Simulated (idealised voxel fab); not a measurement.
The process module that follows is named voxel self aligned vias.
It is cross-section cut that appears here, measuring 280 nm in width, its square cells being 5 nm in size.
Throughout this document, each cross-section is represented as a grid of square cells and is presented as a sequence of bands enumerated from the top downward, where a band comprises one or more rows of cells.
Look at the band entry: it leads with the top's height and the bottom's height in nm. Then it lists the materials left to right, with a width in nm for each. The word "everywhere" on a single material says that material fills the band edge to edge. The word "empty" is empty space.
Heights from 0 (as-received wafer is one material below). Bottom band endless downward, as "0 -> down".
A two-number width, for instance "30 to 40", indicates that the width is equal to the first number in the top row of the band and to the second number in the bottom row, and that it changes by a constant amount per row of cells.
A step reported as "no alterations made" is a step in which no cell of the cross-section changed.
"Fully sealed cavities" contains a list of empty spaces, each no smaller than 8 cells and without an open way to the top, written in the form width x height at distance with the distance from the left edge and all three in nm.
Formally, on a step line, whatever follows the settings is a remark that the simulator itself makes on the step.
overlay nm: right-of-plan distance of the mask on a masked step; negative values mean left-of-plan.
### Planned process steps
| 1 | RECEIVE | material Si |
| 2 | CONFORMAL_DEP | material SiO2 | thk nm 10 |
| 3 | CONFORMAL_DEP | material SiCN | thk nm 5 |
| 4 | DIRECTIONAL_DEP | material SiO2 | thk nm 30 |
| 5 | MASKED_ETCH | tone open | mask id LINES | width nm 25 | pitch nm 75 | etch materials SiO2 | depth nm 30 | overlay nm 0 |
| 6 | CONFORMAL_DEP | material TiN | thk nm 5 |
| 7 | FILL_DEP | material W | thk nm 10 |
| 8 | CMP | height nm 45 |
| 9 | SELECTIVE_ETCH | etch materials W Ru TiN | depth nm 5 |
| 10 | FILL_DEP | material SiN | thk nm 10 |
| 11 | CMP | height nm 45 |
| 12 | DIRECTIONAL_DEP | material SiO2 | thk nm 15 |
| 13 | PATTERN | tone open | mask id VIAS | material resist | width nm 45 | thk nm 20 | overlay nm 0 |
| 14 | DIRECTIONAL_ETCH | etch materials SiO2 | depth nm 15 |
| 15 | DIRECTIONAL_ETCH | etch materials SiN | depth nm 5 |
| 16 | STRIP | etch materials resist |
| 17 | CONFORMAL_DEP | material TiN | thk nm 5 |
| 18 | FILL_DEP | material Cu | thk nm 10 |
| 19 | CMP | height nm 60 |
| 20 | CONFORMAL_DEP | material SiCN | thk nm 5 |
### The first of two wafers, run as planned
### Incoming wafer in cross-section (state: after step 1)
> 0 -> down | Si everywhere
> Fully sealed cavities: none
### Wafer section view after processing step 2
> 10 -> 0 | SiO2 everywhere
> Beneath the level 0, the cross-section is identical to its previous state.
### Wafer section view after processing step 3
> 15 -> 10 | SiCN everywhere
> Beneath the level 10, the cross-section is identical to its previous state.
### Wafer section view after processing step 4
> 45 -> 15 | SiO2 everywhere
> Beneath the level 15, the cross-section is identical to its previous state.
### Wafer section view after processing step 5
> 45 -> 15 | SiO2 90 nm, empty 25 nm, SiO2 50 nm, empty 25 nm, SiO2 90 nm
> Beneath the level 15, the cross-section is identical to its previous state.
### Wafer section view after processing step 6
> 50 -> 45 | TiN 95 nm, empty 15 nm, TiN 60 nm, empty 15 nm, TiN 95 nm
> 45 -> 20 | SiO2 90 nm, TiN 5 nm, empty 15 nm, TiN 5 nm, SiO2 50 nm, TiN 5 nm, empty 15 nm, TiN 5 nm, SiO2 90 nm
> 20 -> 15 | SiO2 90 nm, TiN 25 nm, SiO2 50 nm, TiN 25 nm, SiO2 90 nm
> Beneath the level 15, the cross-section is identical to its previous state.
### Wafer section view after processing step 7
> 60 -> 50 | W everywhere
> 50 -> 45 | TiN 95 nm, W 15 nm, TiN 60 nm, W 15 nm, TiN 95 nm
> 45 -> 20 | SiO2 90 nm, TiN 5 nm, W 15 nm, TiN 5 nm, SiO2 50 nm, TiN 5 nm, W 15 nm, TiN 5 nm, SiO2 90 nm
> Beneath the level 20, the cross-section is identical to its previous state.
### Wafer section view after processing step 8
> 45 -> 20 | SiO2 90 nm, TiN 5 nm, W 15 nm, TiN 5 nm, SiO2 50 nm, TiN 5 nm, W 15 nm, TiN 5 nm, SiO2 90 nm
> Beneath the level 20, the cross-section is identical to its previous state.
### Wafer section view after processing step 9
> 45 -> 40 | SiO2 90 nm, empty 25 nm, SiO2 50 nm, empty 25 nm, SiO2 90 nm
> Beneath the level 40, the cross-section is identical to its previous state.
### Wafer section view after processing step 10
> 55 -> 45 | SiN everywhere
> 45 -> 40 | SiO2 90 nm, SiN 25 nm, SiO2 50 nm, SiN 25 nm, SiO2 90 nm
> Beneath the level 40, the cross-section is identical to its previous state.
### Wafer section view after processing step 11
> 45 -> 40 | SiO2 90 nm, SiN 25 nm, SiO2 50 nm, SiN 25 nm, SiO2 90 nm
> Beneath the level 40, the cross-section is identical to its previous state.
### Wafer section view after processing step 12
> 60 -> 45 | SiO2 everywhere
> Beneath the level 45, the cross-section is identical to its previous state.
### Wafer section view after processing step 13
> 80 -> 60 | resist 80 nm, empty 45 nm, resist 155 nm
> Beneath the level 60, the cross-section is identical to its previous state.
### Wafer section view after processing step 14
> 80 -> 60 | resist 80 nm, empty 45 nm, resist 155 nm
> 60 -> 45 | SiO2 80 nm, empty 45 nm, SiO2 155 nm
> Beneath the level 45, the cross-section is identical to its previous state.
### Wafer section view after processing step 15
> 80 -> 60 | resist 80 nm, empty 45 nm, resist 155 nm
> 60 -> 45 | SiO2 80 nm, empty 45 nm, SiO2 155 nm
> 45 -> 40 | SiO2 90 nm, empty 25 nm, SiO2 50 nm, SiN 25 nm, SiO2 90 nm
> Beneath the level 40, the cross-section is identical to its previous state.
### Wafer section view after processing step 16
> 60 -> 45 | SiO2 80 nm, empty 45 nm, SiO2 155 nm
> Beneath the level 45, the cross-section is identical to its previous state.
### Wafer section view after processing step 17
> 65 -> 60 | TiN 85 nm, empty 35 nm, TiN 160 nm
> 60 -> 50 | SiO2 80 nm, TiN 5 nm, empty 35 nm, TiN 5 nm, SiO2 155 nm
> 50 -> 45 | SiO2 80 nm, TiN 15 nm, empty 15 nm, TiN 15 nm, SiO2 155 nm
> 45 -> 40 | SiO2 90 nm, TiN 25 nm, SiO2 50 nm, SiN 25 nm, SiO2 90 nm
> Beneath the level 40, the cross-section is identical to its previous state.
### Wafer section view after processing step 18
> 75 -> 65 | Cu everywhere
> 65 -> 60 | TiN 85 nm, Cu 35 nm, TiN 160 nm
> 60 -> 50 | SiO2 80 nm, TiN 5 nm, Cu 35 nm, TiN 5 nm, SiO2 155 nm
> 50 -> 45 | SiO2 80 nm, TiN 15 nm, Cu 15 nm, TiN 15 nm, SiO2 155 nm
> Beneath the level 45, the cross-section is identical to its previous state.
### Wafer section view after processing step 19
> 60 -> 50 | SiO2 80 nm, TiN 5 nm, Cu 35 nm, TiN 5 nm, SiO2 155 nm
> Beneath the level 50, the cross-section is identical to its previous state.
### Wafer section view after processing step 20
> 65 -> 60 | SiCN everywhere
> Beneath the level 60, the cross-section is identical to its previous state.
### The second wafer was prepared from the same starting point and under the same plan as the first; its processing contained one mistake, and it remains indistinguishable from the first wafer up to and including step 12
### X-section, second wafer, when step 13 was due to finish
> 80 -> 60 | resist 70 nm, empty 45 nm, resist 165 nm
> Beneath the level 60, the cross-section is identical to its previous state.
### X-section, second wafer, when step 14 was due to finish
> 80 -> 60 | resist 70 nm, empty 45 nm, resist 165 nm
> 60 -> 45 | SiO2 70 nm, empty 45 nm, SiO2 165 nm
> Beneath the level 45, the cross-section is identical to its previous state.
### X-section, second wafer, when step 15 was due to finish
> 80 -> 60 | resist 70 nm, empty 45 nm, resist 165 nm
> 60 -> 45 | SiO2 70 nm, empty 45 nm, SiO2 165 nm
> 45 -> 40 | SiO2 90 nm, empty 25 nm, SiO2 50 nm, SiN 25 nm, SiO2 90 nm
> Beneath the level 40, the cross-section is identical to its previous state.
### X-section, second wafer, when step 16 was due to finish
> 60 -> 45 | SiO2 70 nm, empty 45 nm, SiO2 165 nm
> Beneath the level 45, the cross-section is identical to its previous state.
### X-section, second wafer, when step 17 was due to finish
> 65 -> 60 | TiN 75 nm, empty 35 nm, TiN 170 nm
> 60 -> 50 | SiO2 70 nm, TiN 5 nm, empty 35 nm, TiN 5 nm, SiO2 165 nm
> 50 -> 45 | SiO2 70 nm, TiN 25 nm, empty 15 nm, TiN 5 nm, SiO2 165 nm
> 45 -> 40 | SiO2 90 nm, TiN 25 nm, SiO2 50 nm, SiN 25 nm, SiO2 90 nm
> Beneath the level 40, the cross-section is identical to its previous state.
### X-section, second wafer, when step 18 was due to finish
> 75 -> 65 | Cu everywhere
> 65 -> 60 | TiN 75 nm, Cu 35 nm, TiN 170 nm
> 60 -> 50 | SiO2 70 nm, TiN 5 nm, Cu 35 nm, TiN 5 nm, SiO2 165 nm
> 50 -> 45 | SiO2 70 nm, TiN 25 nm, Cu 15 nm, TiN 5 nm, SiO2 165 nm
> Beneath the level 45, the cross-section is identical to its previous state.
### X-section, second wafer, when step 19 was due to finish
> 60 -> 50 | SiO2 70 nm, TiN 5 nm, Cu 35 nm, TiN 5 nm, SiO2 165 nm
> Beneath the level 50, the cross-section is identical to its previous state.
### X-section, second wafer, when step 20 was due to finish
> 65 -> 60 | SiCN everywhere
> Beneath the level 60, the cross-section is identical to its previous state.
Error vs. plan: step 13 went in with a setting other than planned; the actual run was PATTERN | tone open | mask id VIAS | material resist | width nm 45 | thk nm 20 | overlay nm -10
Same inventory, different map: at the end, the second wafer holds as many cells of each material as the first, placed elsewhere.
